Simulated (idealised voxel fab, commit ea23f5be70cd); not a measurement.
The following process module bears the name voxel wiring stack.
Cross-sectional view cut (width: 175 nm; square cell size: 5 nm).
Think of the cross-section as a grid of square cells. We describe it in bands, top to bottom, and each band covers one or more rows of those cells. Top, bottom (nm), then materials left to right with widths (nm); lone material tagged "full width" fills the whole band edge to edge; "empty" = empty space. Height is counted from the level 0, under which the received wafer is composed throughout of one material. The lowest of the bands is not closed at the bottom but continues downward, in the notation "0..down". Graded width ("30 to 40"): value in top row of band = first number; value in bottom row = second number; row-to-row change constant. Step marked "changes: none"? Then no cell in the cross-section changed in it. Empty spaces without an open route to the top, at least 8 cells in extent, make up the entry "Voids, fully enclosed"; each is given as width x height at distance, where the distance is measured from the left edge, and all are in nm. The remark found on a step's line after its settings is issued by the simulator itself and pertains to that step. "overlay nm" on a masked step: distance the mask lay right of its planned place, negative for left.
THE STEPS PLANNED FOR THE PROCESS ARE AS FOLLOWS
1 RECEIVE, material Si
2 CONFORMAL_DEP, material SiO2, thk nm 10
3 CONFORMAL_DEP, material SiCN, thk nm 5
4 DIRECTIONAL_DEP, material SiO2, thk nm 25
5 DIRECTIONAL_DEP, material aC, thk nm 15
6 PATTERN, tone open, mask id METAL_1, material resist, width nm 25, pitch nm 40, thk nm 30, overlay nm 0
7 DIRECTIONAL_ETCH, etch materials aC, depth nm 15
8 STRIP, etch materials resist
9 DIRECTIONAL_ETCH, etch materials SiO2, depth nm 25
10 DIRECTIONAL_ETCH, etch materials SiCN, depth nm 5
11 STRIP, etch materials aC
12 CONFORMAL_DEP, material TiN, thk nm 5
13 FILL_DEP, material Ru, thk nm 5
14 CMP, height nm 40
15 EPI, material Ru, thk nm 5
16 FILL_DEP, material SiCN, thk nm 5
17 DIRECTIONAL_DEP, material SiO2, thk nm 25
18 MASKED_ETCH, tone open, mask id METAL_2, width nm 25, pitch nm 40, etch materials SiO2, depth nm 15, overlay nm 0
19 PATTERN, tone open, mask id METAL_2_HOLES, material resist, width nm 15, pitch nm 40, thk nm 15, overlay nm 0
20 DIRECTIONAL_ETCH, etch materials SiO2, depth nm 10
21 DIRECTIONAL_ETCH, etch materials SiCN, depth nm 5
22 STRIP, etch materials resist
23 CONFORMAL_DEP, material TiN, thk nm 5
24 FILL_DEP, material Cu, thk nm 5
25 CMP, height nm 75
26 CONFORMAL_DEP, material SiCN, thk nm 5
ACCOUNT OF THE FIRST OF TWO WAFERS, WHICH WAS PROCESSED AS INTENDED
INCOMING WAFER IN CROSS-SECTION (STATE: AFTER STEP 1)
* 0..down = Si full width
* Voids, fully enclosed: none
THE WAFER, SEEN IN CROSS-SECTION, AFTER STEP 2
* 10..0 = SiO2 full width
* Heights below 0 show no change.
THE WAFER, SEEN IN CROSS-SECTION, AFTER STEP 3
* 15..10 = SiCN full width
* Heights below 10 show no change.
THE WAFER, SEEN IN CROSS-SECTION, AFTER STEP 4
* 40..15 = SiO2 full width
* Heights below 15 show no change.
THE WAFER, SEEN IN CROSS-SECTION, AFTER STEP 5
* 55..40 = aC full width
* Heights below 40 show no change.
THE WAFER, SEEN IN CROSS-SECTION, AFTER STEP 6
* 85..55 = resist=35 / empty=25 / resist=15 / empty=25 / resist=15 / empty=25 / resist=35
* Heights below 55 show no change.
THE WAFER, SEEN IN CROSS-SECTION, AFTER STEP 7
* 70..55 = resist=35 / empty=25 / resist=15 / empty=25 / resist=15 / empty=25 / resist=35
* 55..40 = aC=35 / empty=25 / aC=15 / empty=25 / aC=15 / empty=25 / aC=35
* Heights below 40 show no change.
THE WAFER, SEEN IN CROSS-SECTION, AFTER STEP 8
* 55..40 = aC=35 / empty=25 / aC=15 / empty=25 / aC=15 / empty=25 / aC=35
* Heights below 40 show no change.
THE WAFER, SEEN IN CROSS-SECTION, AFTER STEP 9
* 55..40 = aC=35 / empty=25 / aC=15 / empty=25 / aC=15 / empty=25 / aC=35
* 40..15 = SiO2=35 / empty=25 / SiO2=15 / empty=25 / SiO2=15 / empty=25 / SiO2=35
* Heights below 15 show no change.
THE WAFER, SEEN IN CROSS-SECTION, AFTER STEP 10
* 55..40 = aC=35 / empty=25 / aC=15 / empty=25 / aC=15 / empty=25 / aC=35
* 40..15 = SiO2=35 / empty=25 / SiO2=15 / empty=25 / SiO2=15 / empty=25 / SiO2=35
* 15..10 = SiCN=35 / empty=25 / SiCN=15 / empty=25 / SiCN=15 / empty=25 / SiCN=35
* Heights below 10 show no change.
THE WAFER, SEEN IN CROSS-SECTION, AFTER STEP 11
* 40..15 = SiO2=35 / empty=25 / SiO2=15 / empty=25 / SiO2=15 / empty=25 / SiO2=35
* Heights below 15 show no change.
THE WAFER, SEEN IN CROSS-SECTION, AFTER STEP 12
* 45..40 = TiN=40 / empty=15 / TiN=25 / empty=15 / TiN=25 / empty=15 / TiN=40
* 40..15 = SiO2=35 / TiN=5 / empty=15 / TiN=5 / SiO2=15 / TiN=5 / empty=15 / TiN=5 / SiO2=15 / TiN=5 / empty=15 / TiN=5 / SiO2=35
* 15..10 = SiCN=35 / TiN=25 / SiCN=15 / TiN=25 / SiCN=15 / TiN=25 / SiCN=35
* Heights below 10 show no change.
THE WAFER, SEEN IN CROSS-SECTION, AFTER STEP 13
* 50..45 = Ru full width
* 45..40 = TiN=40 / Ru=15 / TiN=25 / Ru=15 / TiN=25 / Ru=15 / TiN=40
* 40..15 = SiO2=35 / TiN=5 / Ru=15 / TiN=5 / SiO2=15 / TiN=5 / Ru=15 / TiN=5 / SiO2=15 / TiN=5 / Ru=15 / TiN=5 / SiO2=35
* Heights below 15 show no change.
THE WAFER, SEEN IN CROSS-SECTION, AFTER STEP 14
* 40..15 = SiO2=35 / TiN=5 / Ru=15 / TiN=5 / SiO2=15 / TiN=5 / Ru=15 / TiN=5 / SiO2=15 / TiN=5 / Ru=15 / TiN=5 / SiO2=35
* Heights below 15 show no change.
THE WAFER, SEEN IN CROSS-SECTION, AFTER STEP 15
* 45..40 = empty=30 / Ru=35 / empty=5 / Ru=35 / empty=5 / Ru=35 / empty=30
* Heights below 40 show no change.
THE WAFER, SEEN IN CROSS-SECTION, AFTER STEP 16
* 50..45 = SiCN full width
* 45..40 = SiCN=30 / Ru=35 / SiCN=5 / Ru=35 / SiCN=5 / Ru=35 / SiCN=30
* Heights below 40 show no change.
THE WAFER, SEEN IN CROSS-SECTION, AFTER STEP 17
* 75..50 = SiO2 full width
* Heights below 50 show no change.
THE WAFER, SEEN IN CROSS-SECTION, AFTER STEP 18
* 75..60 = SiO2=35 / empty=25 / SiO2=15 / empty=25 / SiO2=15 / empty=25 / SiO2=35
* Heights below 60 show no change.
THE WAFER, SEEN IN CROSS-SECTION, AFTER STEP 19
* 90..75 = resist=35 / empty=15 / resist=25 / empty=15 / resist=25 / empty=15 / resist=45
* 75..60 = SiO2=35 / empty=15 / resist=10 / SiO2=15 / empty=15 / resist=10 / SiO2=15 / empty=15 / resist=10 / SiO2=35
* Heights below 60 show no change.
THE WAFER, SEEN IN CROSS-SECTION, AFTER STEP 20
* 90..75 = resist=35 / empty=15 / resist=25 / empty=15 / resist=25 / empty=15 / resist=45
* 75..60 = SiO2=35 / empty=15 / resist=10 / SiO2=15 / empty=15 / resist=10 / SiO2=15 / empty=15 / resist=10 / SiO2=35
* 60..50 = SiO2=35 / empty=15 / SiO2=25 / empty=15 / SiO2=25 / empty=15 / SiO2=45
* Heights below 50 show no change.
THE WAFER, SEEN IN CROSS-SECTION, AFTER STEP 21
* 90..75 = resist=35 / empty=15 / resist=25 / empty=15 / resist=25 / empty=15 / resist=45
* 75..60 = SiO2=35 / empty=15 / resist=10 / SiO2=15 / empty=15 / resist=10 / SiO2=15 / empty=15 / resist=10 / SiO2=35
* 60..50 = SiO2=35 / empty=15 / SiO2=25 / empty=15 / SiO2=25 / empty=15 / SiO2=45
* 50..45 = SiCN=35 / empty=15 / SiCN=25 / empty=15 / SiCN=25 / empty=15 / SiCN=45
* Heights below 45 show no change.
THE WAFER, SEEN IN CROSS-SECTION, AFTER STEP 22
* 75..60 = SiO2=35 / empty=25 / SiO2=15 / empty=25 / SiO2=15 / empty=25 / SiO2=35
* Heights below 60 show no change.
THE WAFER, SEEN IN CROSS-SECTION, AFTER STEP 23
* 80..75 = TiN=40 / empty=15 / TiN=25 / empty=15 / TiN=25 / empty=15 / TiN=40
* 75..65 = SiO2=35 / TiN=5 / empty=15 / TiN=5 / SiO2=15 / TiN=5 / empty=15 / TiN=5 / SiO2=15 / TiN=5 / empty=15 / TiN=5 / SiO2=35
* 65..60 = SiO2=35 / TiN=5 / empty=5 / TiN=15 / SiO2=15 / TiN=5 / empty=5 / TiN=15 / SiO2=15 / TiN=5 / empty=5 / TiN=15 / SiO2=35
* 60..50 = SiO2=35 / TiN=5 / empty=5 / TiN=5 / SiO2=25 / TiN=5 / empty=5 / TiN=5 / SiO2=25 / TiN=5 / empty=5 / TiN=5 / SiO2=45
* 50..45 = SiCN=35 / TiN=15 / SiCN=25 / TiN=15 / SiCN=25 / TiN=15 / SiCN=45
* Heights below 45 show no change.
THE WAFER, SEEN IN CROSS-SECTION, AFTER STEP 24
* 85..80 = Cu full width
* 80..75 = TiN=40 / Cu=15 / TiN=25 / Cu=15 / TiN=25 / Cu=15 / TiN=40
* 75..65 = SiO2=35 / TiN=5 / Cu=15 / TiN=5 / SiO2=15 / TiN=5 / Cu=15 / TiN=5 / SiO2=15 / TiN=5 / Cu=15 / TiN=5 / SiO2=35
* 65..60 = SiO2=35 / TiN=5 / Cu=5 / TiN=15 / SiO2=15 / TiN=5 / Cu=5 / TiN=15 / SiO2=15 / TiN=5 / Cu=5 / TiN=15 / SiO2=35
* 60..50 = SiO2=35 / TiN=5 / Cu=5 / TiN=5 / SiO2=25 / TiN=5 / Cu=5 / TiN=5 / SiO2=25 / TiN=5 / Cu=5 / TiN=5 / SiO2=45
* Heights below 50 show no change.
THE WAFER, SEEN IN CROSS-SECTION, AFTER STEP 25
* 75..65 = SiO2=35 / TiN=5 / Cu=15 / TiN=5 / SiO2=15 / TiN=5 / Cu=15 / TiN=5 / SiO2=15 / TiN=5 / Cu=15 / TiN=5 / SiO2=35
* Heights below 65 show no change.
THE WAFER, SEEN IN CROSS-SECTION, AFTER STEP 26
* 80..75 = SiCN full width
* Heights below 75 show no change.
THE SECOND WAFER WAS PREPARED FROM THE SAME STARTING POINT AND UNDER THE SAME PLAN AS THE FIRST; ITS PROCESSING CONTAINED ONE MISTAKE, AND IT REMAINS INDISTINGUISHABLE FROM THE FIRST WAFER UP TO AND INCLUDING STEP 25
WHEN STEP 26 SHOULD HAVE ENDED
* 80..75 = TiN full width
* Heights below 75 show no change.
It is concluded that the wafer was processed incorrectly with respect to the plan, in that step 26 went in with a setting other than planned; the actual run was CONFORMAL_DEP, material TiN, thk nm 5
Final difference in cells, second wafer against first, listed per material as more or fewer: SiCN -35 | TiN +35
